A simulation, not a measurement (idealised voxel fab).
The process module that follows is named voxel transistor to metal.
FYI the section here is cut, 205 nm wide, cells are 5 nm squares.
This document writes a cross-section as a grid whose cells are square, and gives it as bands, listed from the top down; one or more rows of cells form a band. Band: top height; bottom height; in nm. Then, left to right: material with width in nm, for each material. "full width": a single material spanning edge to edge. "air": empty space. Heights are measured from 0, the level below which the as-received wafer is all one material; the lowest band has no bottom and continues downward, written as in "0 down". A width such as "30 to 40" changes by the same amount from each row of cells to the next, from the band's top row to its bottom row. Step note "stayed the same" = no cross-section cell changed. "Voids, fully enclosed": empty spaces of 8 cells or more with no open way to the top, each given as width x height at distance, distance from the left edge, all in nm. Where a step's line continues beyond its settings, the continuation is a remark by the simulator itself on that step. The line of a step may include "overlay nm". On a step with a mask, this value is how far to the right of its planned place the mask lay. A negative value means the mask lay to the left.
These are the steps we planned for the process
1. RECEIVE with material Si
2. OXIDIZE with depth nm 5
3. CONFORMAL_DEP with material SiN, thk nm 15
4. PATTERN with tone cover, mask id ACTIVE, material resist, width nm 100, thk nm 15, overlay nm 0
5. DIRECTIONAL_ETCH with etch materials SiN, depth nm 15
6. DIRECTIONAL_ETCH with etch materials SiO2, depth nm 5
7. DIRECTIONAL_ETCH with etch materials Si, depth nm 30
8. STRIP with etch materials resist
9. OXIDIZE with depth nm 5
10. FILL_DEP with material SiO2, thk nm 10
11. CMP with height nm 15
12. SELECTIVE_ETCH with etch materials SiO2, depth nm 5
13. STRIP with etch materials SiN
14. SELECTIVE_ETCH with etch materials SiO2, depth nm 5
15. OXIDIZE with depth nm 5
16. DIRECTIONAL_DEP with material polySi, thk nm 30
17. DIRECTIONAL_DEP with material SiCN, thk nm 15
18. MASKED_ETCH with tone cover, mask id GATE, width nm 20, etch materials SiCN, depth nm 25, overlay nm 0
19. MASKED_ETCH with tone cover, mask id GATE, width nm 20, etch materials polySi, depth nm 40, overlay nm 0
20. CONFORMAL_DEP with material SiN, thk nm 10
21. DIRECTIONAL_ETCH with etch materials SiN, depth nm 10
22. DIRECTIONAL_ETCH with etch materials SiO2, depth nm 5
23. DIRECTIONAL_ETCH with etch materials Si, depth nm 10
24. EPI with material SiGe, thk nm 15
25. FILL_DEP with material SiO2, thk nm 10
26. CMP with height nm 40
27. DIRECTIONAL_DEP with material SiO2, thk nm 10
28. PATTERN with tone open, mask id CONTACT, material resist, width nm 20, pitch nm 70, thk nm 15, overlay nm 0
29. DIRECTIONAL_ETCH with etch materials SiO2, depth nm 55
30. STRIP with etch materials resist
31. CONFORMAL_DEP with material TiN, thk nm 5
32. FILL_DEP with material W, thk nm 10
33. CMP with height nm 50
34. DIRECTIONAL_DEP with material TiN, thk nm 5
35. DIRECTIONAL_DEP with material Ru, thk nm 25
36. MASKED_ETCH with tone cover, mask id METAL_1, width nm 20, pitch nm 70, etch materials Ru, depth nm 25, overlay nm 0
37. MASKED_ETCH with tone cover, mask id METAL_1, width nm 20, pitch nm 70, etch materials TiN, depth nm 5, overlay nm 0
38. FILL_DEP with material SiO2, thk nm 5
39. CMP with height nm 80
40. CONFORMAL_DEP with material SiN, thk nm 5
Cross-section of the wafer at receipt, which is the condition after step 1
* 0 down | Si full width
* Voids, fully enclosed: none
Starting wafer: above. Plan: above. Run: one mistake. Cross-section after the module: below
* 85 to 80 | SiN full width
* 80 to 55 | SiO2 55 nm / Ru 20 nm / SiO2 50 nm / Ru 20 nm / SiO2 60 nm
* 55 to 50 | SiO2 55 nm / TiN 20 nm / SiO2 50 nm / TiN 20 nm / SiO2 60 nm
* 50 to 40 | SiO2 55 nm / TiN 5 nm / W 10 nm / TiN 5 nm / SiO2 50 nm / TiN 5 nm / W 10 nm / TiN 5 nm / SiO2 60 nm
* 40 to 25 | SiO2 55 nm / TiN 5 nm / W 10 nm / TiN 5 nm / SiO2 5 nm / SiN 10 nm / SiCN 20 nm / SiN 10 nm / SiO2 5 nm / TiN 5 nm / W 10 nm / TiN 5 nm / SiO2 60 nm
* 25 to 20 | SiO2 55 nm / TiN 20 nm / SiO2 5 nm / SiN 10 nm / polySi 20 nm / SiN 10 nm / SiO2 5 nm / TiN 20 nm / SiO2 60 nm
* 20 to 5 | SiO2 50 nm / SiGe 30 nm / SiN 10 nm / polySi 20 nm / SiN 10 nm / SiGe 30 nm / SiO2 55 nm
* 5 to -5 | SiO2 45 nm / SiN 10 nm / SiGe 25 nm / SiN 10 nm / polySi 20 nm / SiN 10 nm / SiGe 25 nm / SiN 10 nm / SiO2 50 nm
* -5 to -10 | SiO2 55 nm / SiGe 25 nm / SiO2 40 nm / SiGe 25 nm / SiO2 60 nm
* -10 to -20 | SiO2 55 nm / SiGe 25 nm / Si 40 nm / SiGe 25 nm / SiO2 60 nm
* -20 to -40 | SiO2 55 nm / Si 90 nm / SiO2 60 nm
* -40 down | Si full width
* Voids, fully enclosed: none
Misprocessing identified: the plan's step 24 ran twice
